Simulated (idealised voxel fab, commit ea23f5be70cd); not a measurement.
Presented below is a process module, voxel quadruple lines.
FYI the section here is cut, 280 nm wide, cells are 5 nm squares.
We lay out every cross-section as a grid of square cells and spell it out in bands from the top down, where one band means one or more rows of cells. Read a band's entry like this: the first values are the height of its top and the height of its bottom in nm, and what follows is the sequence of materials from left to right, each with its width in nm. Note that "air" is empty space, and that a single material marked "everywhere" reaches across the band from edge to edge. For the purposes of this specification, 0 denotes the height below which the wafer in its as-received condition is composed wholly of one material, and the lowermost band, lacking a lower limit, extends downward without end, as expressed in "from 0 down". Read "30 to 40" as a graded width: first number on top, second number at the bottom, same change between each pair of neighbouring rows. Reading "no modification" for a step: not a cell of the cross-section changed in it. Empty spaces counting at least 8 cells and having no open way to the top are listed in "Voids, fully enclosed". The notation width x height at distance is used for each, the distance being from the left edge and all three values in nm. Whatever follows a step's settings on its line is a remark the simulator itself makes about that step. overlay nm: right-of-plan distance of the mask on a masked step; negative values mean left-of-plan.

# Steps planned for the process
1,RECEIVE | material Si
2,CONFORMAL_DEP | material Al2O3 | thk nm 5
3,DIRECTIONAL_DEP | material Ru | thk nm 10
4,DIRECTIONAL_DEP | material polySi | thk nm 20
5,DIRECTIONAL_DEP | material aC | thk nm 20
6,PATTERN | tone cover | mask id MANDREL | material resist | width nm 15 | thk nm 25 | overlay nm 0
7,DIRECTIONAL_ETCH | etch materials aC | depth nm 20
8,STRIP | etch materials resist
9,CONFORMAL_DEP | material SiO2 | thk nm 10
10,DIRECTIONAL_ETCH | etch materials SiO2 | depth nm 10
11,STRIP | etch materials aC
12,DIRECTIONAL_ETCH | etch materials polySi | depth nm 20
13,STRIP | etch materials SiO2
14,CONFORMAL_DEP | material SiCN | thk nm 5
15,DIRECTIONAL_ETCH | etch materials SiCN | depth nm 5
16,STRIP | etch materials polySi
17,DIRECTIONAL_ETCH | etch materials Ru | depth nm 10
18,STRIP | etch materials SiCN
19,FILL_DEP | material lowk | thk nm 10
20,CMP | height nm 15
varied across the wafers: width nm of step 6. The plan shows the first wafer's value. All wafers start alike

# As-received state after step 1, first of several wafers, cross-section
- from 0 down = Si everywhere
- Voids, fully enclosed: none

# At the end of the module, after its last step, step 20, the first of several wafers appears in cross-section as follows
- from 15 to 5 = lowk 120 nm, then Ru 5 nm, then lowk 10 nm, then Ru 5 nm, then lowk 5 nm, then Ru 5 nm, then lowk 10 nm, then Ru 5 nm, then lowk 115 nm
- from 5 to 0 = Al2O3 everywhere
- from 0 down = Si everywhere
- Voids, fully enclosed: none

# X-section, last wafer, module end
- from 15 to 5 = lowk 110 nm, then Ru 5 nm, then lowk 10 nm, then Ru 5 nm, then lowk 25 nm, then Ru 5 nm, then lowk 10 nm, then Ru 5 nm, then lowk 105 nm
- from 5 to 0 = Al2O3 everywhere
- from 0 down = Si everywhere
- Voids, fully enclosed: none

# Take any row and you have a wafer at the end of the module: how many cells of each material it has gained (+) or lost (-) since it was received, and then its closed voids
width nm 15, +56 Al2O3, +8 Ru, +104 lowk, Voids, fully enclosed: none
width nm 20, +56 Al2O3, +8 Ru, +104 lowk, Voids, fully enclosed: none
width nm 25, +56 Al2O3, +8 Ru, +104 lowk, Voids, fully enclosed: none
width nm 30, +56 Al2O3, +8 Ru, +104 lowk, Voids, fully enclosed: none
width nm 35, +56 Al2O3, +8 Ru, +104 lowk, Voids, fully enclosed: none
